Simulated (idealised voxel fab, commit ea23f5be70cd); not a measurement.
Presented below is a process module, voxel trench capacitor.
For reference, the cross-section in this document is cut, with width 160 nm and square cells of 5 nm.
Square cells in a grid make up a cross-section in this document, and the grid is given as bands, listed from the top down, each one or more rows of cells.
For a band, the entry starts with two heights in nm, that of the top and then that of the bottom, and carries on with the band's materials in order from left to right, each alongside its width in nm; the word "throughout" beside a single material means it fills the band edge to edge, and "air" means empty space.
A quick word on heights: they are counted from 0, and under that level the wafer as it came to us is one material throughout. The lowest band is different from the rest in having no bottom; it simply continues downward, written as in "0 nm and below".
Per-row width for "30..40": begins at first number (top row of band), ends at second number (bottom row), increment between rows held constant.
Any step labelled "nothing changed" changed none of the cells in the cross-section.
The entry "closed voids" lists the empty spaces that cover at least 8 cells and have no open path to the top. Each is written as width x height at distance, where the distance is measured from the left edge and all three values are in nm.
Where a step's line continues beyond its settings, the continuation is a remark by the simulator itself on that step.
overlay nm: mask offset rightward from planned place, masked step; negative means leftward offset.

## So here's the lineup of process steps we planned
| 1 | RECEIVE, material Si |
| 2 | CONFORMAL_DEP, material SiN, thk nm 10 |
| 3 | MASKED_ETCH, tone open, mask id TRENCH, width nm 20, pitch nm 35, etch materials SiN, depth nm 10, overlay nm 0 |
| 4 | MASKED_ETCH, tone open, mask id TRENCH, width nm 20, pitch nm 35, etch materials Si, depth nm 35, overlay nm 0 |
| 5 | CONFORMAL_DEP, material SiO2, thk nm 5 |
| 6 | FILL_DEP, material polySi, thk nm 10 |
| 7 | CMP, height nm 10 |

## As-received state of the wafer in cross-section, equivalent to post-step 1
> 0 nm and below  Si throughout
> closed voids: none

## The cross-section shown corresponds to the wafer at the conclusion of the module. The initial structure and the process plan are those presented above; however, one mistake occurred in executing the plan
> 10 nm to 0 nm  polySi 35, then SiO2 5, then polySi 10, then SiO2 5, then polySi 15, then SiO2 5, then polySi 10, then SiO2 5, then polySi 15, then SiO2 5, then polySi 10, then SiO2 5, then polySi 35
> 0 nm to -20 nm  Si 35, then SiO2 5, then polySi 10, then SiO2 5, then Si 15, then SiO2 5, then polySi 10, then SiO2 5, then Si 15, then SiO2 5, then polySi 10, then SiO2 5, then Si 35
> -20 nm to -25 nm  Si 35, then SiO2 20, then Si 15, then SiO2 20, then Si 15, then SiO2 20, then Si 35
> -25 nm and below  Si throughout
> closed voids: none
Finding, execution versus plan: step 2 was not run as planned; what actually ran was CONFORMAL_DEP, material polySi, thk nm 10
